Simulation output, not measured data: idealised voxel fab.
Process module under the name voxel gate over fins
Cross-section cut: width 285 nm, square cells of 5 nm.
Cross-section spec: square-cell grid; bands listed top down; each band is one or more rows.
Look at the band entry: it leads with the top's height and the bottom's height in nm. Then it lists the materials left to right, with a width in nm for each. The word "full width" on a single material says that material fills the band edge to edge. The word "air" is empty space.
The reference from which all heights are counted is 0, the level beneath which the as-received wafer is entirely one material; the lowest band, having no lower bound, proceeds downward and is written after the example "0..down".
Width spec "30..40" -> top row of cells at first value, bottom row at second value, equal per-row change in between.
When a step is marked "no alterations made", none of the cells in the cross-section changed during that step.
Listed in "Enclosed internal cavities": every empty space of 8 or more cells without an open way to the top. Form: width x height at distance, the distance being from the left edge, all in nm.
Past the settings on a step's line: simulator remark, on that step.
overlay nm: mask offset rightward from planned place, masked step; negative means leftward offset.

[So here's the lineup of process steps we planned]
1) RECEIVE,material Si
2) CONFORMAL_DEP,material SiN,thk nm 10
3) MASKED_ETCH,tone cover,mask id FINS,width nm 15,pitch nm 40,etch materials SiN,depth nm 10,overlay nm -15
4) MASKED_ETCH,tone cover,mask id FINS,width nm 15,pitch nm 40,etch materials Si,depth nm 40,overlay nm 0
5) OXIDIZE,depth nm 5
6) FILL_DEP,material SiO2,thk nm 10
7) CMP,height nm 10
8) SELECTIVE_ETCH,etch materials SiO2,depth nm 25
9) STRIP,etch materials SiN
10) CONFORMAL_DEP,material HfO2,thk nm 5
11) CONFORMAL_DEP,material TiN,thk nm 5
12) FILL_DEP,material W,thk nm 15
13) CMP,height nm 20
14) CONFORMAL_DEP,material SiN,thk nm 5
The plan's step 3 overlay nm is the first wafer's value; the wafers differ in this setting and start identical.

[Cross-section of the first of several wafers on receipt, reflecting completion of step 1]
* 0..down = Si full width
* Enclosed internal cavities: none

[First of several wafers in cross-section at module end, following the final step, step 14]
* 25..20 = SiN full width
* 20..10 = W full width
* 10..5 = W 55 nm; TiN 25 nm; W 15 nm; TiN 25 nm; W 15 nm; TiN 25 nm; W 15 nm; TiN 25 nm; W 85 nm
* 5..0 = W 55 nm; TiN 5 nm; HfO2 15 nm; TiN 25 nm; HfO2 15 nm; TiN 25 nm; HfO2 15 nm; TiN 25 nm; HfO2 15 nm; TiN 20 nm; W 70 nm
* 0..-5 = W 55 nm; TiN 5 nm; HfO2 5 nm; Si 5 nm; HfO2 20 nm; TiN 10 nm; HfO2 5 nm; Si 5 nm; HfO2 20 nm; TiN 10 nm; HfO2 5 nm; Si 5 nm; HfO2 20 nm; TiN 10 nm; HfO2 5 nm; Si 5 nm; HfO2 20 nm; TiN 5 nm; W 70 nm
* -5..-10 = TiN 60 nm; HfO2 5 nm; Si 20 nm; HfO2 5 nm; TiN 10 nm; HfO2 5 nm; Si 20 nm; HfO2 5 nm; TiN 10 nm; HfO2 5 nm; Si 20 nm; HfO2 5 nm; TiN 10 nm; HfO2 5 nm; Si 20 nm; HfO2 5 nm; TiN 75 nm
* -10..-15 = HfO2 65 nm; Si 20 nm; HfO2 20 nm; Si 20 nm; HfO2 20 nm; Si 20 nm; HfO2 20 nm; Si 20 nm; HfO2 80 nm
* -15..-45 = SiO2 65 nm; Si 20 nm; SiO2 20 nm; Si 20 nm; SiO2 20 nm; Si 20 nm; SiO2 20 nm; Si 20 nm; SiO2 80 nm
* -45..down = Si full width
* Enclosed internal cavities: none

[Here we cross-sectioned the last of the wafers once the module was done]
* 25..20 = SiN full width
* 20..10 = W full width
* 10..5 = W 85 nm; TiN 25 nm; W 15 nm; TiN 25 nm; W 15 nm; TiN 25 nm; W 15 nm; TiN 25 nm; W 55 nm
* 5..0 = W 70 nm; TiN 20 nm; HfO2 15 nm; TiN 25 nm; HfO2 15 nm; TiN 25 nm; HfO2 15 nm; TiN 25 nm; HfO2 15 nm; TiN 5 nm; W 55 nm
* 0..-5 = W 70 nm; TiN 5 nm; HfO2 20 nm; Si 5 nm; HfO2 5 nm; TiN 10 nm; HfO2 20 nm; Si 5 nm; HfO2 5 nm; TiN 10 nm; HfO2 20 nm; Si 5 nm; HfO2 5 nm; TiN 10 nm; HfO2 20 nm; Si 5 nm; HfO2 5 nm; TiN 5 nm; W 55 nm
* -5..-10 = TiN 75 nm; HfO2 5 nm; Si 20 nm; HfO2 5 nm; TiN 10 nm; HfO2 5 nm; Si 20 nm; HfO2 5 nm; TiN 10 nm; HfO2 5 nm; Si 20 nm; HfO2 5 nm; TiN 10 nm; HfO2 5 nm; Si 20 nm; HfO2 5 nm; TiN 60 nm
* -10..-15 = HfO2 80 nm; Si 20 nm; HfO2 20 nm; Si 20 nm; HfO2 20 nm; Si 20 nm; HfO2 20 nm; Si 20 nm; HfO2 65 nm
* -15..-45 = SiO2 80 nm; Si 20 nm; SiO2 20 nm; Si 20 nm; SiO2 20 nm; Si 20 nm; SiO2 20 nm; Si 20 nm; SiO2 65 nm
* -45..down = Si full width
* Enclosed internal cavities: none

[Wafer rows, end of module: cells per material gained (+) or lost (-) since receipt; closed voids last]
overlay nm -15 | +81 HfO2 | -381 Si | +57 SiN | +246 SiO2 | +81 TiN | +201 W | Enclosed internal cavities: none
overlay nm -10 | +81 HfO2 | -413 Si | +57 SiN | +270 SiO2 | +81 TiN | +209 W | Enclosed internal cavities: none
overlay nm -5 | +81 HfO2 | -445 Si | +57 SiN | +294 SiO2 | +81 TiN | +217 W | Enclosed internal cavities: none
overlay nm 0 | +81 HfO2 | -477 Si | +57 SiN | +318 SiO2 | +81 TiN | +225 W | Enclosed internal cavities: none
overlay nm 5 | +81 HfO2 | -445 Si | +57 SiN | +294 SiO2 | +81 TiN | +217 W | Enclosed internal cavities: none
overlay nm 10 | +81 HfO2 | -413 Si | +57 SiN | +270 SiO2 | +81 TiN | +209 W | Enclosed internal cavities: none
overlay nm 15 | +81 HfO2 | -381 Si | +57 SiN | +246 SiO2 | +81 TiN | +201 W | Enclosed internal cavities: none
